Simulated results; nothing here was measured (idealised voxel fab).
Title: Process Module voxel trench capacitor
This is section cut - it's 140 nm across, gridded in 5 nm square cells.
We lay out every cross-section as a grid of square cells and spell it out in bands from the top down, where one band means one or more rows of cells. Top, bottom (nm), then materials left to right with widths (nm); lone material tagged "everywhere" fills the whole band edge to edge; "empty" = empty space. Where do heights start? At 0: under that level the wafer as delivered is made of one material only. And the lowest band has no floor; it just carries on downward, as in "0..down". Graded width ("30 to 40"): value in top row of band = first number; value in bottom row = second number; row-to-row change constant. "no change occurred" means the step left every cell of the cross-section as it was. "Enclosed void listing": empty spaces of 8 cells or more with no open way to the top, each given as width x height at distance, distance from the left edge, all in nm. What comes after the settings on a step's line is commentary from the simulator itself on that step. The "overlay nm" setting may appear on a step's line; for a step that uses a mask, it gives how far to the right of its planned position the mask lay, and a negative value indicates the left.
The following list gives the planned process steps:
1,RECEIVE, material Si
2,CONFORMAL_DEP, material SiN, thk nm 10
3,MASKED_ETCH, tone open, mask id TRENCH, width nm 20, pitch nm 35, etch materials SiN, depth nm 10, overlay nm 0
4,MASKED_ETCH, tone open, mask id TRENCH, width nm 20, pitch nm 35, etch materials Si, depth nm 35, overlay nm 0
5,CONFORMAL_DEP, material Al2O3, thk nm 5
6,FILL_DEP, material polySi, thk nm 5
7,CMP, height nm 10
Below: the first of two wafers, run as planned:
Cross-section of the wafer as it came to us, i.e., already through step 1:
- 0..down: Si everywhere
- Enclosed void listing: none
Cross-section of the wafer after step 2:
- 10..0: SiN everywhere
- Below a height of 0, the structure has not been altered.
Cross-section of the wafer after step 3:
- 10..0: 40 of SiN, then 20 of empty, then 15 of SiN, then 20 of empty, then 45 of SiN
- Below a height of 0, the structure has not been altered.
Cross-section of the wafer after step 4:
- 10..0: 40 of SiN, then 20 of empty, then 15 of SiN, then 20 of empty, then 45 of SiN
- 0..-35: 40 of Si, then 20 of empty, then 15 of Si, then 20 of empty, then 45 of Si
- Below a height of -35, the structure has not been altered.
Cross-section of the wafer after step 5:
- 15..10: 45 of Al2O3, then 10 of empty, then 25 of Al2O3, then 10 of empty, then 50 of Al2O3
- 10..0: 40 of SiN, then 5 of Al2O3, then 10 of empty, then 5 of Al2O3, then 15 of SiN, then 5 of Al2O3, then 10 of empty, then 5 of Al2O3, then 45 of SiN
- 0..-30: 40 of Si, then 5 of Al2O3, then 10 of empty, then 5 of Al2O3, then 15 of Si, then 5 of Al2O3, then 10 of empty, then 5 of Al2O3, then 45 of Si
- -30..-35: 40 of Si, then 20 of Al2O3, then 15 of Si, then 20 of Al2O3, then 45 of Si
- Below a height of -35, the structure has not been altered.
Cross-section of the wafer after step 6:
- 20..15: polySi everywhere
- 15..10: 45 of Al2O3, then 10 of polySi, then 25 of Al2O3, then 10 of polySi, then 50 of Al2O3
- 10..0: 40 of SiN, then 5 of Al2O3, then 10 of polySi, then 5 of Al2O3, then 15 of SiN, then 5 of Al2O3, then 10 of polySi, then 5 of Al2O3, then 45 of SiN
- 0..-30: 40 of Si, then 5 of Al2O3, then 10 of polySi, then 5 of Al2O3, then 15 of Si, then 5 of Al2O3, then 10 of polySi, then 5 of Al2O3, then 45 of Si
- Below a height of -30, the structure has not been altered.
Cross-section of the wafer after step 7:
- 10..0: 40 of SiN, then 5 of Al2O3, then 10 of polySi, then 5 of Al2O3, then 15 of SiN, then 5 of Al2O3, then 10 of polySi, then 5 of Al2O3, then 45 of SiN
- Below a height of 0, the structure has not been altered.
Second of two: same start, same plan, one run error; steps up to and including 3 match the first:
when step 4 should have ended:
- 10..0: 40 of SiN, then 20 of empty, then 15 of SiN, then 20 of empty, then 45 of SiN
- 0..-35: 50 of Si, then 10 of empty, then 25 of Si, then 10 of empty, then 45 of Si
- Below a height of -35, the structure has not been altered.
when step 5 should have ended:
- 15..10: 45 of Al2O3, then 10 of empty, then 25 of Al2O3, then 10 of empty, then 50 of Al2O3
- 10..5: 40 of SiN, then 5 of Al2O3, then 10 of empty, then 5 of Al2O3, then 15 of SiN, then 5 of Al2O3, then 10 of empty, then 5 of Al2O3, then 45 of SiN
- 5..0: 40 of SiN, then 20 of Al2O3, then 15 of SiN, then 20 of Al2O3, then 45 of SiN
- 0..-35: 50 of Si, then 10 of Al2O3, then 25 of Si, then 10 of Al2O3, then 45 of Si
- Below a height of -35, the structure has not been altered.
when step 6 should have ended:
- 20..15: polySi everywhere
- 15..10: 45 of Al2O3, then 10 of polySi, then 25 of Al2O3, then 10 of polySi, then 50 of Al2O3
- 10..5: 40 of SiN, then 5 of Al2O3, then 10 of polySi, then 5 of Al2O3, then 15 of SiN, then 5 of Al2O3, then 10 of polySi, then 5 of Al2O3, then 45 of SiN
- Below a height of 5, the structure has not been altered.
when step 7 should have ended:
- 10..5: 40 of SiN, then 5 of Al2O3, then 10 of polySi, then 5 of Al2O3, then 15 of SiN, then 5 of Al2O3, then 10 of polySi, then 5 of Al2O3, then 45 of SiN
- Below a height of 5, the structure has not been altered.
What broke from the plan during processing? step 4 ran differently from the plan; actual operation with settings: MASKED_ETCH, tone open, mask id TRENCH, width nm 20, pitch nm 35, etch materials Si, depth nm 35, overlay nm 10
Final comparison by cell count, materials where the second wafer has more or fewer than the first: Si +28; polySi -28
